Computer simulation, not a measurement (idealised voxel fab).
Name of the process module below: voxel air gaps
Pictured: cross-section cut, 185 nm wide, on a grid of 5 nm square cells.
A cross-section in this document is a grid of square cells, and it is written down as bands, the top band listed before the ones below it; a band is made up of one or more rows of cells.
Each band's line starts with the height of the band's top and of its bottom, in nm. Then come its materials from left to right, each with its width in nm. One material with "throughout" fills the band from edge to edge. "air" is empty space.
For the purposes of this specification, 0 denotes the height below which the wafer in its as-received condition is composed wholly of one material, and the lowermost band, lacking a lower limit, extends downward without end, as expressed in "from 0 down".
So if you see something like "30..40" for the width, read it as the top row of the band sitting at the first number and the bottom row at the second, with every row in between moving by the same amount as the last.
"identical to before" -> step changed no cross-section cell.
The entry titled "Cavities, sealed" provides the empty spaces that have no open way to the top, restricted to those of 8 cells or more. Each is presented as width x height at distance, the distance being measured from the left edge, with all three in nm.
On a step's line, text after the settings is the simulator commenting on that step.
overlay nm: where the mask lay relative to plan, measured to the right, on steps with a mask; negatives go left.

### Planned process steps
1,RECEIVE, material Si
2,CONFORMAL_DEP, material SiO2, thk nm 10
3,CONFORMAL_DEP, material SiN, thk nm 5
4,DIRECTIONAL_DEP, material lowk, thk nm 40
5,PATTERN, tone open, mask id LINES, material resist, width nm 15, pitch nm 40, thk nm 15, overlay nm 0
6,DIRECTIONAL_ETCH, etch materials lowk, depth nm 40
7,STRIP, etch materials resist
8,CONFORMAL_DEP, material TiN, thk nm 5
9,FILL_DEP, material Ru, thk nm 10
10,CMP, height nm 55
11,EPI, material Ru, thk nm 10
12,SELECTIVE_ETCH, etch materials lowk, depth nm 50
13,CONFORMAL_DEP, material SiCN, thk nm 5

### The following pertains to the first of two wafers, which was processed as planned

### Cross-section: wafer on arrival = after step 1
	from 0 down | Si throughout
	Cavities, sealed: none

### Wafer section view after processing step 2
	from 10 to 0 | SiO2 throughout
	Below 0, the layers are the same as they were.

### Wafer section view after processing step 3
	from 15 to 10 | SiN throughout
	Below 10, the layers are the same as they were.

### Wafer section view after processing step 4
	from 55 to 15 | lowk throughout
	Below 15, the layers are the same as they were.

### Wafer section view after processing step 5
	from 70 to 55 | resist 45  air 15  resist 25  air 15  resist 25  air 15  resist 45
	Below 55, the layers are the same as they were.

### Wafer section view after processing step 6
	from 70 to 55 | resist 45  air 15  resist 25  air 15  resist 25  air 15  resist 45
	from 55 to 15 | lowk 45  air 15  lowk 25  air 15  lowk 25  air 15  lowk 45
	Below 15, the layers are the same as they were.

### Wafer section view after processing step 7
	from 55 to 15 | lowk 45  air 15  lowk 25  air 15  lowk 25  air 15  lowk 45
	Below 15, the layers are the same as they were.

### Wafer section view after processing step 8
	from 60 to 55 | TiN 50  air 5  TiN 35  air 5  TiN 35  air 5  TiN 50
	from 55 to 20 | lowk 45  TiN 5  air 5  TiN 5  lowk 25  TiN 5  air 5  TiN 5  lowk 25  TiN 5  air 5  TiN 5  lowk 45
	from 20 to 15 | lowk 45  TiN 15  lowk 25  TiN 15  lowk 25  TiN 15  lowk 45
	Below 15, the layers are the same as they were.

### Wafer section view after processing step 9
	from 70 to 60 | Ru throughout
	from 60 to 55 | TiN 50  Ru 5  TiN 35  Ru 5  TiN 35  Ru 5  TiN 50
	from 55 to 20 | lowk 45  TiN 5  Ru 5  TiN 5  lowk 25  TiN 5  Ru 5  TiN 5  lowk 25  TiN 5  Ru 5  TiN 5  lowk 45
	Below 20, the layers are the same as they were.

### Wafer section view after processing step 10
	from 55 to 20 | lowk 45  TiN 5  Ru 5  TiN 5  lowk 25  TiN 5  Ru 5  TiN 5  lowk 25  TiN 5  Ru 5  TiN 5  lowk 45
	Below 20, the layers are the same as they were.

### Wafer section view after processing step 11
	from 65 to 55 | air 35  Ru 35  air 5  Ru 35  air 5  Ru 35  air 35
	Below 55, the layers are the same as they were.

### Wafer section view after processing step 12
	from 65 to 55 | air 35  Ru 35  air 5  Ru 35  air 5  Ru 35  air 35
	from 55 to 20 | air 45  TiN 5  Ru 5  TiN 5  air 25  TiN 5  Ru 5  TiN 5  air 25  TiN 5  Ru 5  TiN 5  air 45
	from 20 to 15 | air 45  TiN 15  air 25  TiN 15  air 25  TiN 15  air 45
	Below 15, the layers are the same as they were.

### Wafer section view after processing step 13
	from 70 to 65 | air 30  SiCN 125  air 30
	from 65 to 55 | air 30  SiCN 5  Ru 35  SiCN 5  Ru 35  SiCN 5  Ru 35  SiCN 5  air 30
	from 55 to 50 | air 30  SiCN 15  TiN 5  Ru 5  TiN 5  SiCN 25  TiN 5  Ru 5  TiN 5  SiCN 25  TiN 5  Ru 5  TiN 5  SiCN 15  air 30
	from 50 to 20 | air 40  SiCN 5  TiN 5  Ru 5  TiN 5  SiCN 5  air 15  SiCN 5  TiN 5  Ru 5  TiN 5  SiCN 5  air 15  SiCN 5  TiN 5  Ru 5  TiN 5  SiCN 5  air 40
	from 20 to 15 | SiCN 45  TiN 15  SiCN 25  TiN 15  SiCN 25  TiN 15  SiCN 45
	Below 15, the layers are the same as they were.
	Cavities, sealed: 15 x 30 at 65; 15 x 30 at 105

### Regarding the second of the two wafers: it shared the first wafer's starting condition and process plan, yet one error occurred during its execution. Its history coincides with that of the first wafer up to and including step 4

### Second wafer cross-section, taken as of the time the plan sets for step 5 to be done
	from 70 to 55 | air 45  resist 15  air 25  resist 15  air 25  resist 15  air 45
	Below 55, the layers are the same as they were.

### Second wafer cross-section, taken as of the time the plan sets for step 6 to be done
	from 70 to 55 | air 45  resist 15  air 25  resist 15  air 25  resist 15  air 45
	from 55 to 15 | air 45  lowk 15  air 25  lowk 15  air 25  lowk 15  air 45
	Below 15, the layers are the same as they were.

### Second wafer cross-section, taken as of the time the plan sets for step 7 to be done
	from 55 to 15 | air 45  lowk 15  air 25  lowk 15  air 25  lowk 15  air 45
	Below 15, the layers are the same as they were.

### Second wafer cross-section, taken as of the time the plan sets for step 8 to be done
	from 60 to 55 | air 40  TiN 25  air 15  TiN 25  air 15  TiN 25  air 40
	from 55 to 20 | air 40  TiN 5  lowk 15  TiN 5  air 15  TiN 5  lowk 15  TiN 5  air 15  TiN 5  lowk 15  TiN 5  air 40
	from 20 to 15 | TiN 45  lowk 15  TiN 25  lowk 15  TiN 25  lowk 15  TiN 45
	Below 15, the layers are the same as they were.

### Second wafer cross-section, taken as of the time the plan sets for step 9 to be done
	from 70 to 60 | Ru throughout
	from 60 to 55 | Ru 40  TiN 25  Ru 15  TiN 25  Ru 15  TiN 25  Ru 40
	from 55 to 20 | Ru 40  TiN 5  lowk 15  TiN 5  Ru 15  TiN 5  lowk 15  TiN 5  Ru 15  TiN 5  lowk 15  TiN 5  Ru 40
	Below 20, the layers are the same as they were.

### Second wafer cross-section, taken as of the time the plan sets for step 10 to be done
	from 55 to 20 | Ru 40  TiN 5  lowk 15  TiN 5  Ru 15  TiN 5  lowk 15  TiN 5  Ru 15  TiN 5  lowk 15  TiN 5  Ru 40
	Below 20, the layers are the same as they were.

### Second wafer cross-section, taken as of the time the plan sets for step 11 to be done
	from 65 to 55 | Ru throughout
	Below 55, the layers are the same as they were.

Second wafer cross-section, taken as of the time the plan sets for step 12 to be done: identical to before

### Second wafer cross-section, taken as of the time the plan sets for step 13 to be done
	from 70 to 65 | SiCN throughout
	Below 65, the layers are the same as they were.
What broke from the plan during processing? step 5 ran with different settings than intended, the actual operation and settings being PATTERN, tone cover, mask id LINES, material resist, width nm 15, pitch nm 40, thk nm 15, overlay nm 0
Materials where the second wafer ends with more or fewer cells than the first: Ru +165; SiCN -76; TiN +19; lowk +72
At process end, closed voids number 2 in the first wafer and 0 in the second wafer.
